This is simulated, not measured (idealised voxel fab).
process module | voxel capacitor over wiring
cross-section cut | 285 nm wide | cells 5 nm
A cross-section is a grid of square cells, given in bands from the top down. A band is one or more rows of cells.
Each band's line starts with the height of the band's top and of its bottom, in nm. Then come its materials from left to right, each with its width in nm. One material with "throughout" fills the band from edge to edge. "air" is empty space.
Height 0 is the level under which the wafer as received is all one material. The lowest band goes on downwards, as in "0 down".
A width such as "30 to 40" changes by the same amount from each row of cells to the next, from the band's top row to its bottom row.
"no change" after a step means that no cell of the cross-section changed.
closed voids: empty space of 8 cells or more with no open way to the top, each as width x height at its distance from the left edge, in nm
after a step's settings: what the simulator itself notes on the step
overlay nm, on a step with a mask: how far to the right of its planned place the mask lay; to the left if negative
plan
1 op RECEIVE | material Si
2 op CONFORMAL_DEP | material SiO2 | thk nm 10
3 op DIRECTIONAL_DEP | material TiN | thk nm 5
4 op DIRECTIONAL_DEP | material Ru | thk nm 25
5 op PATTERN | tone cover | mask id METAL_1 | material resist | width nm 20 | pitch nm 75 | thk nm 20 | overlay nm 0
6 op DIRECTIONAL_ETCH | etch materials Ru | depth nm 25
7 op DIRECTIONAL_ETCH | etch materials TiN | depth nm 5
8 op STRIP | etch materials resist
9 op CONFORMAL_DEP | material SiN | thk nm 5
10 op FILL_DEP | material lowk | thk nm 5
11 op CMP | height nm 40
12 op CONFORMAL_DEP | material SiCN | thk nm 5
13 op DIRECTIONAL_DEP | material SiO2 | thk nm 20
14 op DIRECTIONAL_DEP | material aC | thk nm 10
15 op PATTERN | tone open | mask id PLUG_1 | material resist | width nm 15 | thk nm 30 | overlay nm 0
16 op DIRECTIONAL_ETCH | etch materials aC | depth nm 10
17 op STRIP | etch materials resist
18 op DIRECTIONAL_ETCH | etch materials SiO2 | depth nm 20
19 op DIRECTIONAL_ETCH | etch materials SiCN | depth nm 5
20 op STRIP | etch materials aC
21 op EPI | material Ru | thk nm 10
22 op EPI | material Ru | thk nm 10
23 op EPI | material Ru | thk nm 5
24 op DIRECTIONAL_DEP | material TiN | thk nm 10
25 op DIRECTIONAL_DEP | material Al2O3 | thk nm 5
26 op DIRECTIONAL_DEP | material TiN | thk nm 5
27 op DIRECTIONAL_DEP | material aC | thk nm 15
28 op PATTERN | tone cover | mask id UPPER_PLATE | material resist | width nm 60 | thk nm 35 | overlay nm 0
29 op DIRECTIONAL_ETCH | etch materials aC | depth nm 15
30 op STRIP | etch materials resist
31 op DIRECTIONAL_ETCH | etch materials TiN | depth nm 5
32 op DIRECTIONAL_ETCH | etch materials Al2O3 | depth nm 5
33 op STRIP | etch materials aC
34 op MASKED_ETCH | tone cover | mask id LOWER_PLATE | width nm 70 | etch materials TiN | depth nm 10 | overlay nm 0
35 op FILL_DEP | material SiO2 | thk nm 20
36 op CMP | height nm 100
37 op PATTERN | tone open | mask id PLUG_2 | material resist | width nm 15 | thk nm 15 | overlay nm 0
38 op DIRECTIONAL_ETCH | etch materials SiO2 | depth nm 15
39 op STRIP | etch materials resist
40 op CONFORMAL_DEP | material TiN | thk nm 5
41 op FILL_DEP | material Cu | thk nm 5
42 op CMP | height nm 100
43 op CONFORMAL_DEP | material SiN | thk nm 5
as received, after step 1
  0 down: Si throughout
  closed voids: none
a wafer at the end: this start, this plan, one mistake
  105 to 100: SiN throughout
  100 to 90: SiO2 110 | TiN 5 | Cu 5 | TiN 5 | SiO2 160
  90 to 80: SiO2 110 to 115 | TiN 15 to 45 | SiO2 160 to 125
  80 to 75: SiO2 115 | Al2O3 45 | SiO2 125
  75 to 70: SiO2 95 | TiN 70 | SiO2 120
  70 to 65: SiO2 95 | TiN 5 | Al2O3 15 | TiN 50 | SiO2 120
  65 to 55: SiO2 100 | TiN 15 | SiO2 170
  55 to 45: SiO2 100 | Ru 15 | SiO2 170
  45 to 40: SiCN 100 | Ru 15 | SiCN 170
  40 to 15: lowk 90 | SiN 5 | Ru 20 | SiN 5 | lowk 45 | SiN 5 | Ru 20 | SiN 5 | lowk 90
  15 to 10: SiN 95 | TiN 20 | SiN 55 | TiN 20 | SiN 95
  10 to 0: SiO2 throughout
  0 down: Si throughout
  closed voids: none
what went wrong: one of the steps 21 and 22, which are alike, was left out
